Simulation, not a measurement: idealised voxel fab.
This section sets out a process module, namely voxel self aligned vias.
Square cells of 5 nm make up the cross-section cut, whose width is 180 nm.
This document writes a cross-section as a grid whose cells are square, and gives it as bands, listed from the top down; one or more rows of cells form a band.
What a band's entry tells you: where the top is and where the bottom is, as heights in nm, and after that what lies inside, material by material from left to right, each with its width in nm. Empty space is written as the word "blank", and a single material marked with the word "throughout" occupies the band from edge to edge.
Heights are reckoned from 0. Under this level, the received wafer is all of one material. The bottommost band is open-ended downward, for example "z 0 and below".
Width: "30 to 40" (first number = top row, second number = bottom row, same change from row to row of cells).
"identical to before" means the step left every cell of the cross-section as it was.
In "Sealed voids" the enclosed voids are listed, meaning empty spaces of 8 cells or larger without any opening to the top. The form is width x height at distance, distance from the left edge, units nm.
It should be noted that, on the line of a given step, the content following the step's settings is a remark produced by the simulator itself with respect to that step.
Steps that use a mask can have "overlay nm" on their line. It says how far the mask sat to the right of where it was meant to be. Negative means to the left.
The planned process steps are enumerated hereunder
1. RECEIVE | material Si
2. CONFORMAL_DEP | material SiO2 | thk nm 10
3. CONFORMAL_DEP | material SiCN | thk nm 5
4. DIRECTIONAL_DEP | material SiO2 | thk nm 25
5. PATTERN | tone open | mask id LINES | material resist | width nm 30 | pitch nm 55 | thk nm 20 | overlay nm 0
6. DIRECTIONAL_ETCH | etch materials SiO2 | depth nm 25
7. STRIP | etch materials resist
8. CONFORMAL_DEP | material TiN | thk nm 5
9. FILL_DEP | material W | thk nm 10
10. CMP | height nm 40
11. SELECTIVE_ETCH | etch materials W Ru TiN | depth nm 10
12. FILL_DEP | material SiN | thk nm 5
13. CMP | height nm 40
14. DIRECTIONAL_DEP | material SiO2 | thk nm 20
15. PATTERN | tone open | mask id VIAS | material resist | width nm 40 | pitch nm 55 | thk nm 20 | overlay nm 0
16. DIRECTIONAL_ETCH | etch materials SiO2 | depth nm 20
17. DIRECTIONAL_ETCH | etch materials SiN | depth nm 10
18. STRIP | etch materials resist
19. CONFORMAL_DEP | material TiN | thk nm 5
20. FILL_DEP | material Cu | thk nm 5
21. CMP | height nm 60
22. CONFORMAL_DEP | material SiN | thk nm 5
Step 1 complete: cross-section of the wafer as received
> z 0 and below = Si throughout
> Sealed voids: none
Starting wafer: above. Plan: above. Run: one mistake. Cross-section after the module: below
> z 65 to 60 = SiN throughout
> z 60 to 45 = SiO2 40, TiN 5, Cu 30, TiN 5, SiO2 15, TiN 5, Cu 30, TiN 5, SiO2 45
> z 45 to 40 = SiO2 40, TiN 40, SiO2 15, TiN 40, SiO2 45
> z 40 to 30 = SiN 40, TiN 5, SiO2 30, TiN 5, SiN 15, TiN 5, SiO2 30, TiN 5, SiN 45
> z 30 to 20 = W 40, TiN 5, SiO2 30, TiN 5, W 15, TiN 5, SiO2 30, TiN 5, W 45
> z 20 to 15 = TiN 45, SiO2 30, TiN 25, SiO2 30, TiN 50
> z 15 to 10 = SiCN throughout
> z 10 to 0 = SiO2 throughout
> z 0 and below = Si throughout
> Sealed voids: none
Want to know what went wrong? step 5 went in with a setting other than planned; the actual run was PATTERN | tone cover | mask id LINES | material resist | width nm 30 | pitch nm 55 | thk nm 20 | overlay nm 0
